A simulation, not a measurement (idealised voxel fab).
The process module presented herein is designated voxel gate over fins.
Each square cell in cross-section cut measures 5 nm, and the section as a whole is 275 nm wide.
If you're reading a cross-section in this doc, picture square cells in a grid; it comes to you as bands, top ones listed first down to the bottom, and a band can be one or more rows of cells. For a band, the entry starts with two heights in nm, that of the top and then that of the bottom, and carries on with the band's materials in order from left to right, each alongside its width in nm; the word "full width" beside a single material means it fills the band edge to edge, and "empty" means empty space. Height is counted from the level 0, under which the received wafer is composed throughout of one material. The lowest of the bands is not closed at the bottom but continues downward, in the notation "from 0 down". So if you see something like "30 to 40" for the width, read it as the top row of the band sitting at the first number and the bottom row at the second, with every row in between moving by the same amount as the last. Given "no change occurred" for a step, no cell of the cross-section differs between before and after that step. Heads up: "Sealed void inventory" only lists the empty pockets with no open path to the top that are 8 cells or more, and it writes them as width x height at distance, distance from the left edge, in nm. Step line, after settings: the simulator's comment on this step. When a step includes a mask, the "overlay nm" setting on its line states how far to the right of its planned place that mask lay, and negative values state how far to the left.
-- Steps planned for the process
| 1 | RECEIVE,material Si |
| 2 | CONFORMAL_DEP,material SiN,thk nm 10 |
| 3 | MASKED_ETCH,tone cover,mask id FINS,width nm 15,pitch nm 40,etch materials SiN,depth nm 10,overlay nm 0 |
| 4 | MASKED_ETCH,tone cover,mask id FINS,width nm 15,pitch nm 40,etch materials Si,depth nm 30,overlay nm 0 |
| 5 | OXIDIZE,depth nm 5 |
| 6 | FILL_DEP,material SiO2,thk nm 10 |
| 7 | CMP,height nm 10 |
| 8 | SELECTIVE_ETCH,etch materials SiO2,depth nm 25 |
| 9 | STRIP,etch materials SiN |
| 10 | CONFORMAL_DEP,material HfO2,thk nm 5 |
| 11 | CONFORMAL_DEP,material TiN,thk nm 5 |
| 12 | FILL_DEP,material W,thk nm 10 |
| 13 | CMP,height nm 15 |
| 14 | CONFORMAL_DEP,material SiCN,thk nm 10 |
varied across the wafers: width nm of step 3. The plan shows the first wafer's value. All wafers start alike
-- As-received state after step 1, first of several wafers, cross-section
* from 0 down | Si full width
* Sealed void inventory: none
-- Cross-sectional representation of the first of several wafers at the end of the module, i.e. after its terminal step, step 14
* from 25 to 15 | SiCN full width
* from 15 to 10 | W full width
* from 10 to 5 | W 105 nm, then TiN 25 nm, then W 15 nm, then TiN 25 nm, then W 105 nm
* from 5 to 0 | W 105 nm, then TiN 5 nm, then HfO2 15 nm, then TiN 5 nm, then W 15 nm, then TiN 5 nm, then HfO2 15 nm, then TiN 5 nm, then W 105 nm
* from 0 to -5 | W 105 nm, then TiN 5 nm, then HfO2 5 nm, then Si 5 nm, then HfO2 5 nm, then TiN 5 nm, then W 15 nm, then TiN 5 nm, then HfO2 5 nm, then Si 5 nm, then HfO2 5 nm, then TiN 5 nm, then W 105 nm
* from -5 to -10 | TiN 110 nm, then HfO2 5 nm, then Si 5 nm, then HfO2 5 nm, then TiN 25 nm, then HfO2 5 nm, then Si 5 nm, then HfO2 5 nm, then TiN 110 nm
* from -10 to -15 | HfO2 115 nm, then Si 5 nm, then HfO2 35 nm, then Si 5 nm, then HfO2 115 nm
* from -15 to -35 | SiO2 115 nm, then Si 5 nm, then SiO2 35 nm, then Si 5 nm, then SiO2 115 nm
* from -35 down | Si full width
* Sealed void inventory: none
-- Cross-sectional view of the final wafer of several at the module's end
* from 25 to 15 | SiCN full width
* from 15 to 10 | W full width
* from 10 to 5 | W 100 nm, then TiN 35 nm, then W 5 nm, then TiN 35 nm, then W 100 nm
* from 5 to 0 | W 100 nm, then TiN 5 nm, then HfO2 25 nm, then TiN 5 nm, then W 5 nm, then TiN 5 nm, then HfO2 25 nm, then TiN 5 nm, then W 100 nm
* from 0 to -5 | W 100 nm, then TiN 5 nm, then HfO2 5 nm, then Si 15 nm, then HfO2 5 nm, then TiN 5 nm, then W 5 nm, then TiN 5 nm, then HfO2 5 nm, then Si 15 nm, then HfO2 5 nm, then TiN 5 nm, then W 100 nm
* from -5 to -10 | TiN 105 nm, then HfO2 5 nm, then Si 15 nm, then HfO2 5 nm, then TiN 15 nm, then HfO2 5 nm, then Si 15 nm, then HfO2 5 nm, then TiN 105 nm
* from -10 to -15 | HfO2 110 nm, then Si 15 nm, then HfO2 25 nm, then Si 15 nm, then HfO2 110 nm
* from -15 to -35 | SiO2 110 nm, then Si 15 nm, then SiO2 25 nm, then Si 15 nm, then SiO2 110 nm
* from -35 down | Si full width
* Sealed void inventory: none
-- The rows of the table below are wafers. Looking at the end of the module, a row counts, for every material, the cells the wafer has gained, shown as (+), or lost, shown as (-), since it was received; its closed voids come next
width nm 15 | +67 HfO2 | -371 Si | +110 SiCN | +212 SiO2 | +67 TiN | +190 W | Sealed void inventory: none
width nm 20 | +67 HfO2 | -357 Si | +110 SiCN | +204 SiO2 | +67 TiN | +184 W | Sealed void inventory: none
width nm 25 | +67 HfO2 | -343 Si | +110 SiCN | +196 SiO2 | +67 TiN | +178 W | Sealed void inventory: none
